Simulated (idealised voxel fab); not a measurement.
Proc. module: voxel wiring stack
cross-section cut | 265 nm wide | cells 5 nm
Each cross-section below is a grid of square cells, stated as bands in top-down order, with one or more rows of cells making up each band.
First you get the band's top height and its bottom height, in nm, and then the materials it's made of, left to right, with each width in nm. If you see a single material with "throughout", that one covers the band edge to edge. "air" is empty space.
It should be noted that heights are counted from 0, beneath which the wafer as supplied is of one material throughout, and that the lowest band possesses no lower boundary but continues downward, as written in "z 0 and below".
A width such as "30..40" changes by the same amount from each row of cells to the next, from the band's top row to its bottom row.
You'll sometimes find "remained the same" written for a step, and that's the way of saying that nowhere in the cross-section did a cell change during that step.
Reported under the label "Entrapped void list" are the empty spaces having no open way to the top and comprising 8 cells or more; the notation for each is width x height at distance, in which the distance is measured from the left edge and all three values are in nm.
Text after the settings on a step's line: the simulator's own remark on that step.
You can add "overlay nm" to a step's line. For a step with a mask, it describes how far the mask lay to the right of its planned position, and a negative number describes a lay to the left.
Listed below are the process steps as planned:
1 RECEIVE (material Si)
2 CONFORMAL_DEP (material SiO2; thk nm 10)
3 CONFORMAL_DEP (material SiN; thk nm 5)
4 DIRECTIONAL_DEP (material lowk; thk nm 25)
5 MASKED_ETCH (tone open; mask id METAL_1; width nm 20; pitch nm 40; etch materials lowk; depth nm 25; overlay nm 0)
6 MASKED_ETCH (tone open; mask id METAL_1; width nm 20; pitch nm 40; etch materials SiN; depth nm 5; overlay nm 0)
7 CONFORMAL_DEP (material TiN; thk nm 5)
8 FILL_DEP (material W; thk nm 10)
9 CMP (height nm 40)
10 CONFORMAL_DEP (material SiCN; thk nm 5)
11 DIRECTIONAL_DEP (material lowk; thk nm 20)
12 PATTERN (tone open; mask id PLUG_1; material resist; width nm 15; thk nm 20; overlay nm 0)
13 DIRECTIONAL_ETCH (etch materials lowk; depth nm 20)
14 DIRECTIONAL_ETCH (etch materials SiCN; depth nm 5)
15 STRIP (etch materials resist)
16 EPI (material Ru; thk nm 10)
17 EPI (material Ru; thk nm 10)
18 EPI (material Ru; thk nm 5)
19 DIRECTIONAL_DEP (material TiN; thk nm 5)
20 DIRECTIONAL_DEP (material Ru; thk nm 15)
21 PATTERN (tone cover; mask id METAL_2; material resist; width nm 20; pitch nm 40; thk nm 15; overlay nm 0)
22 DIRECTIONAL_ETCH (etch materials Ru; depth nm 15)
23 DIRECTIONAL_ETCH (etch materials TiN; depth nm 5)
24 STRIP (etch materials resist)
25 CONFORMAL_DEP (material SiN; thk nm 5)
26 FILL_DEP (material SiO2; thk nm 10)
27 CMP (height nm 85)
28 CONFORMAL_DEP (material SiCN; thk nm 5)
29 DIRECTIONAL_DEP (material lowk; thk nm 15)
30 PATTERN (tone open; mask id PLUG_2; material resist; width nm 15; pitch nm 40; thk nm 15; overlay nm 0)
31 DIRECTIONAL_ETCH (etch materials lowk; depth nm 15)
32 DIRECTIONAL_ETCH (etch materials SiCN; depth nm 5)
33 STRIP (etch materials resist)
34 EPI (material Ru; thk nm 10)
35 EPI (material Ru; thk nm 10)
36 DIRECTIONAL_DEP (material TiN; thk nm 5)
37 DIRECTIONAL_DEP (material W; thk nm 25)
38 DIRECTIONAL_DEP (material aC; thk nm 10)
39 PATTERN (tone cover; mask id METAL_3; material resist; width nm 20; pitch nm 40; thk nm 30; overlay nm 0)
40 DIRECTIONAL_ETCH (etch materials aC; depth nm 10)
41 STRIP (etch materials resist)
42 DIRECTIONAL_ETCH (etch materials W; depth nm 25)
43 DIRECTIONAL_ETCH (etch materials TiN; depth nm 5)
44 STRIP (etch materials aC)
45 FILL_DEP (material SiO2; thk nm 10)
46 CMP (height nm 135)
47 CONFORMAL_DEP (material SiCN; thk nm 5)
Wafer as received: cross-section following step 1:
    z 0 and below | Si throughout
    Entrapped void list: none
Below is the wafer in cross-section after the module was completed. It began from the starting point shown above and followed the plan shown above, except that one mistake was made while running it:
    z 140 to 135 | SiCN throughout
    z 135 to 110 | SiO2: 100, W: 20, SiO2: 20, W: 20, SiO2: 105
    z 110 to 105 | SiO2: 100, TiN: 20, SiO2: 20, TiN: 20, SiO2: 105
    z 105 to 90 | lowk: 100, Ru: 15, lowk: 25, Ru: 15, lowk: 110
    z 90 to 85 | SiCN: 100, Ru: 15, SiCN: 25, Ru: 15, SiCN: 110
    z 85 to 70 | SiO2: 95, SiN: 5, Ru: 20, SiN: 5, SiO2: 10, SiN: 5, Ru: 20, SiN: 5, SiO2: 100
    z 70 to 65 | SiN: 100, TiN: 20, SiN: 20, TiN: 20, SiN: 105
    z 65 to 45 | lowk: 100, Ru: 15, lowk: 150
    z 45 to 40 | SiCN: 100, Ru: 15, SiCN: 150
    z 40 to 15 | lowk: 105, TiN: 5, W: 5, TiN: 5, lowk: 25, TiN: 5, W: 5, TiN: 5, lowk: 105
    z 15 to 10 | SiN: 105, TiN: 15, SiN: 25, TiN: 15, SiN: 105
    z 10 to 0 | SiO2 throughout
    z 0 and below | Si throughout
    Entrapped void list: none
Want to know what went wrong? contrary to plan, step 5 was performed as MASKED_ETCH (tone open; mask id METAL_1; width nm 15; pitch nm 40; etch materials lowk; depth nm 25; overlay nm 0)
